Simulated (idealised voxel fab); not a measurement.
process module | voxel gate over fins
cross-section cut | 265 nm wide | cells 5 nm
A cross-section is a grid of square cells, given in bands from the top down. A band is one or more rows of cells.
Each band's line starts with the height of the band's top and of its bottom, in nm. Then come its materials from left to right, each with its width in nm. One material with "throughout" fills the band from edge to edge. "air" is empty space.
Height 0 is the level under which the wafer as received is all one material. The lowest band goes on downwards, as in "0 down".
A width such as "30 to 40" changes by the same amount from each row of cells to the next, from the band's top row to its bottom row.
"no change" after a step means that no cell of the cross-section changed.
closed voids: empty space of 8 cells or more with no open way to the top, each as width x height at its distance from the left edge, in nm
after a step's settings: what the simulator itself notes on the step
overlay nm, on a step with a mask: how far to the right of its planned place the mask lay; to the left if negative
plan
1 op RECEIVE | material Si
2 op CONFORMAL_DEP | material SiN | thk nm 5
3 op MASKED_ETCH | tone cover | mask id FINS | width nm 15 | pitch nm 50 | etch materials SiN | depth nm 5 | overlay nm 0
4 op MASKED_ETCH | tone cover | mask id FINS | width nm 15 | pitch nm 50 | etch materials Si | depth nm 35 | overlay nm 0
5 op FILL_DEP | material SiO2 | thk nm 5
6 op CMP | height nm 5
7 op DIRECTIONAL_DEP | material aC | thk nm 15
8 op PATTERN | tone open | mask id RAIL | material resist | width nm 15 | thk nm 35 | overlay nm 0
9 op DIRECTIONAL_ETCH | etch materials aC | depth nm 15
10 op STRIP | etch materials resist
11 op DIRECTIONAL_ETCH | etch materials SiO2 | depth nm 35
12 op STRIP | etch materials aC
13 op CONFORMAL_DEP | material TiN | thk nm 5
14 op FILL_DEP | material W | thk nm 5
15 op CMP | height nm 5
16 op SELECTIVE_ETCH | etch materials W Ru TiN | depth nm 30
17 op FILL_DEP | material SiO2 | thk nm 5
18 op CMP | height nm 5
19 op SELECTIVE_ETCH | etch materials SiO2 | depth nm 20
20 op STRIP | etch materials SiN
21 op CONFORMAL_DEP | material HfO2 | thk nm 5
22 op CONFORMAL_DEP | material TiN | thk nm 5
23 op FILL_DEP | material W | thk nm 15
24 op CMP | height nm 20
25 op CONFORMAL_DEP | material SiN | thk nm 10
first wafer, as planned
as received, after step 1
  0 down: Si throughout
  closed voids: none
after step 2
  5 to 0: SiN throughout
  below 0: unchanged
after step 3
  5 to 0: air 75 | SiN 15 | air 35 | SiN 15 | air 35 | SiN 15 | air 75
  below 0: unchanged
after step 4
  5 to 0: air 75 | SiN 15 | air 35 | SiN 15 | air 35 | SiN 15 | air 75
  0 to -35: air 75 | Si 15 | air 35 | Si 15 | air 35 | Si 15 | air 75
  below -35: unchanged
after step 5
  10 to 5: SiO2 throughout
  5 to 0: SiO2 75 | SiN 15 | SiO2 35 | SiN 15 | SiO2 35 | SiN 15 | SiO2 75
  0 to -35: SiO2 75 | Si 15 | SiO2 35 | Si 15 | SiO2 35 | Si 15 | SiO2 75
  below -35: unchanged
after step 6
  5 to 0: SiO2 75 | SiN 15 | SiO2 35 | SiN 15 | SiO2 35 | SiN 15 | SiO2 75
  below 0: unchanged
after step 7
  20 to 5: aC throughout
  below 5: unchanged
after step 8
  55 to 20: resist 100 | air 15 | resist 150
  below 20: unchanged
after step 9
  40 to 20: resist 100 | air 15 | resist 150
  20 to 5: aC 100 | air 15 | aC 150
  below 5: unchanged
after step 10
  20 to 5: aC 100 | air 15 | aC 150
  below 5: unchanged
after step 11
  20 to 5: aC 100 | air 15 | aC 150
  5 to 0: SiO2 75 | SiN 15 | SiO2 10 | air 15 | SiO2 10 | SiN 15 | SiO2 35 | SiN 15 | SiO2 75
  0 to -30: SiO2 75 | Si 15 | SiO2 10 | air 15 | SiO2 10 | Si 15 | SiO2 35 | Si 15 | SiO2 75
  below -30: unchanged
after step 12
  5 to 0: SiO2 75 | SiN 15 | SiO2 10 | air 15 | SiO2 10 | SiN 15 | SiO2 35 | SiN 15 | SiO2 75
  below 0: unchanged
after step 13
  10 to 5: TiN 105 | air 5 | TiN 155
  5 to 0: SiO2 75 | SiN 15 | SiO2 10 | TiN 5 | air 5 | TiN 5 | SiO2 10 | SiN 15 | SiO2 35 | SiN 15 | SiO2 75
  0 to -25: SiO2 75 | Si 15 | SiO2 10 | TiN 5 | air 5 | TiN 5 | SiO2 10 | Si 15 | SiO2 35 | Si 15 | SiO2 75
  -25 to -30: SiO2 75 | Si 15 | SiO2 10 | TiN 15 | SiO2 10 | Si 15 | SiO2 35 | Si 15 | SiO2 75
  below -30: unchanged
after step 14
  15 to 10: W throughout
  10 to 5: TiN 105 | W 5 | TiN 155
  5 to 0: SiO2 75 | SiN 15 | SiO2 10 | TiN 5 | W 5 | TiN 5 | SiO2 10 | SiN 15 | SiO2 35 | SiN 15 | SiO2 75
  0 to -25: SiO2 75 | Si 15 | SiO2 10 | TiN 5 | W 5 | TiN 5 | SiO2 10 | Si 15 | SiO2 35 | Si 15 | SiO2 75
  below -25: unchanged
after step 15
  5 to 0: SiO2 75 | SiN 15 | SiO2 10 | TiN 5 | W 5 | TiN 5 | SiO2 10 | SiN 15 | SiO2 35 | SiN 15 | SiO2 75
  below 0: unchanged
after step 16
  5 to 0: SiO2 75 | SiN 15 | SiO2 10 | air 15 | SiO2 10 | SiN 15 | SiO2 35 | SiN 15 | SiO2 75
  0 to -25: SiO2 75 | Si 15 | SiO2 10 | air 15 | SiO2 10 | Si 15 | SiO2 35 | Si 15 | SiO2 75
  below -25: unchanged
after step 17
  10 to 5: SiO2 throughout
  5 to 0: SiO2 75 | SiN 15 | SiO2 35 | SiN 15 | SiO2 35 | SiN 15 | SiO2 75
  0 to -25: SiO2 75 | Si 15 | SiO2 35 | Si 15 | SiO2 35 | Si 15 | SiO2 75
  below -25: unchanged
after step 18
  5 to 0: SiO2 75 | SiN 15 | SiO2 35 | SiN 15 | SiO2 35 | SiN 15 | SiO2 75
  below 0: unchanged
after step 19
  5 to 0: air 75 | SiN 15 | air 35 | SiN 15 | air 35 | SiN 15 | air 75
  0 to -15: air 75 | Si 15 | air 35 | Si 15 | air 35 | Si 15 | air 75
  below -15: unchanged
after step 20
  0 to -15: air 75 | Si 15 | air 35 | Si 15 | air 35 | Si 15 | air 75
  below -15: unchanged
after step 21
  5 to 0: air 70 | HfO2 25 | air 25 | HfO2 25 | air 25 | HfO2 25 | air 70
  0 to -10: air 70 | HfO2 5 | Si 15 | HfO2 5 | air 25 | HfO2 5 | Si 15 | HfO2 5 | air 25 | HfO2 5 | Si 15 | HfO2 5 | air 70
  -10 to -15: HfO2 75 | Si 15 | HfO2 35 | Si 15 | HfO2 35 | Si 15 | HfO2 75
  below -15: unchanged
after step 22
  10 to 5: air 65 | TiN 35 | air 15 | TiN 35 | air 15 | TiN 35 | air 65
  5 to 0: air 65 | TiN 5 | HfO2 25 | TiN 5 | air 15 | TiN 5 | HfO2 25 | TiN 5 | air 15 | TiN 5 | HfO2 25 | TiN 5 | air 65
  0 to -5: air 65 | TiN 5 | HfO2 5 | Si 15 | HfO2 5 | TiN 5 | air 15 | TiN 5 | HfO2 5 | Si 15 | HfO2 5 | TiN 5 | air 15 | TiN 5 | HfO2 5 | Si 15 | HfO2 5 | TiN 5 | air 65
  -5 to -10: TiN 70 | HfO2 5 | Si 15 | HfO2 5 | TiN 25 | HfO2 5 | Si 15 | HfO2 5 | TiN 25 | HfO2 5 | Si 15 | HfO2 5 | TiN 70
  below -10: unchanged
after step 23
  25 to 10: W throughout
  10 to 5: W 65 | TiN 35 | W 15 | TiN 35 | W 15 | TiN 35 | W 65
  5 to 0: W 65 | TiN 5 | HfO2 25 | TiN 5 | W 15 | TiN 5 | HfO2 25 | TiN 5 | W 15 | TiN 5 | HfO2 25 | TiN 5 | W 65
  0 to -5: W 65 | TiN 5 | HfO2 5 | Si 15 | HfO2 5 | TiN 5 | W 15 | TiN 5 | HfO2 5 | Si 15 | HfO2 5 | TiN 5 | W 15 | TiN 5 | HfO2 5 | Si 15 | HfO2 5 | TiN 5 | W 65
  below -5: unchanged
after step 24
  20 to 10: W throughout
  below 10: unchanged
after step 25
  30 to 20: SiN throughout
  below 20: unchanged
second wafer: like start, like plan, one mistake. Through step 20 it matches the first wafer
when step 21 should have ended: no change
when step 22 should have ended
  5 to 0: air 70 | TiN 25 | air 25 | TiN 25 | air 25 | TiN 25 | air 70
  0 to -10: air 70 | TiN 5 | Si 15 | TiN 5 | air 25 | TiN 5 | Si 15 | TiN 5 | air 25 | TiN 5 | Si 15 | TiN 5 | air 70
  -10 to -15: TiN 75 | Si 15 | TiN 35 | Si 15 | TiN 35 | Si 15 | TiN 75
  below -15: unchanged
when step 23 should have ended
  20 to 5: W throughout
  5 to 0: W 70 | TiN 25 | W 25 | TiN 25 | W 25 | TiN 25 | W 70
  0 to -10: W 70 | TiN 5 | Si 15 | TiN 5 | W 25 | TiN 5 | Si 15 | TiN 5 | W 25 | TiN 5 | Si 15 | TiN 5 | W 70
  below -10: unchanged
when step 24 should have ended: no change
when step 25 should have ended
  30 to 20: SiN throughout
  below 20: unchanged
what went wrong: step 21 was left out
at the end the second wafer has, in cells: 71 fewer of HfO2 | 71 more of W
